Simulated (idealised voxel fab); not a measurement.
Documented hereafter: the process module known as voxel ribs on slabs.
Cross-section cut spans 175 nm and uses square cells 5 nm in size.
A cross-section in this document is a grid of square cells, and it is written down as bands, the top band listed before the ones below it; a band is made up of one or more rows of cells. A band entry consists of two parts. The first gives the height of the band's top and the height of its bottom, in nm. The rest lists the band's materials from left to right, each with its width in nm. A single material labelled with the word "all across" fills the band from edge to edge, and the word "empty" marks empty space. Heights are measured from 0, the level below which the as-received wafer is all one material; the lowest band has no bottom and continues downward, written as in "0 -> down". A width given as "30->40" starts at the first number in the band's top row and ends at the second number in its bottom row, shifting by an equal amount at every step from row to row. Where the words "nothing got changed" appear for a step, the cross-section shows no cell changed by that step; every cell remained as before. If an empty space has no open way to the top and is at least 8 cells in size, "Entrapped void list" lists it, written width x height at distance, where distance is measured from the left edge and every value is in nm. It should be noted that, on the line of a given step, the content following the step's settings is a remark produced by the simulator itself with respect to that step. On any step carrying a mask, the "overlay nm" setting, if present on the step's line, tells how far right of its planned place the mask lay; negative values point to the left.
Plan
1 RECEIVE | material Si
2 DIRECTIONAL_DEP | material SiO2 | thk nm 20
3 DIRECTIONAL_DEP | material polySi | thk nm 15
4 DIRECTIONAL_DEP | material aC | thk nm 15
5 PATTERN | tone cover | mask id RIB | material resist | width nm 30 | thk nm 35 | overlay nm 0
6 DIRECTIONAL_ETCH | etch materials aC | depth nm 15
7 STRIP | etch materials resist
8 DIRECTIONAL_ETCH | etch materials polySi | depth nm 10
9 STRIP | etch materials aC
10 MASKED_ETCH | tone cover | mask id SLAB | width nm 70 | etch materials polySi | depth nm 5 | overlay nm 0
11 FILL_DEP | material SiO2 | thk nm 20
12 CMP | height nm 45
13 DIRECTIONAL_DEP | material W | thk nm 10
14 DIRECTIONAL_DEP | material aC | thk nm 15
15 PATTERN | tone cover | mask id HEATER | material resist | width nm 40 | thk nm 35 | overlay nm 0
16 DIRECTIONAL_ETCH | etch materials aC | depth nm 15
17 STRIP | etch materials resist
18 DIRECTIONAL_ETCH | etch materials W | depth nm 10
19 STRIP | etch materials aC
20 CONFORMAL_DEP | material SiO2 | thk nm 10
Cross-section of the incoming wafer, state after step 1
0 -> down  Si all across
Entrapped void list: none
Figure: cross-sectional view of the wafer upon completion of the module, processed from the initial state and according to the plan depicted above, with one error introduced during execution
65 -> 55  55 of empty, then 60 of SiO2, then 60 of empty
55 -> 45  65 of SiO2, then 40 of W, then 70 of SiO2
45 -> 35  SiO2 all across
35 -> 25  75 of SiO2, then 25 of polySi, then 75 of SiO2
25 -> 20  50 of SiO2, then 70 of polySi, then 55 of SiO2
20 -> 0  SiO2 all across
0 -> down  Si all across
Entrapped void list: none
Want to know what went wrong? step 5, actual vs plan mismatch, actual run PATTERN | tone cover | mask id RIB | material resist | width nm 25 | thk nm 35 | overlay nm 0
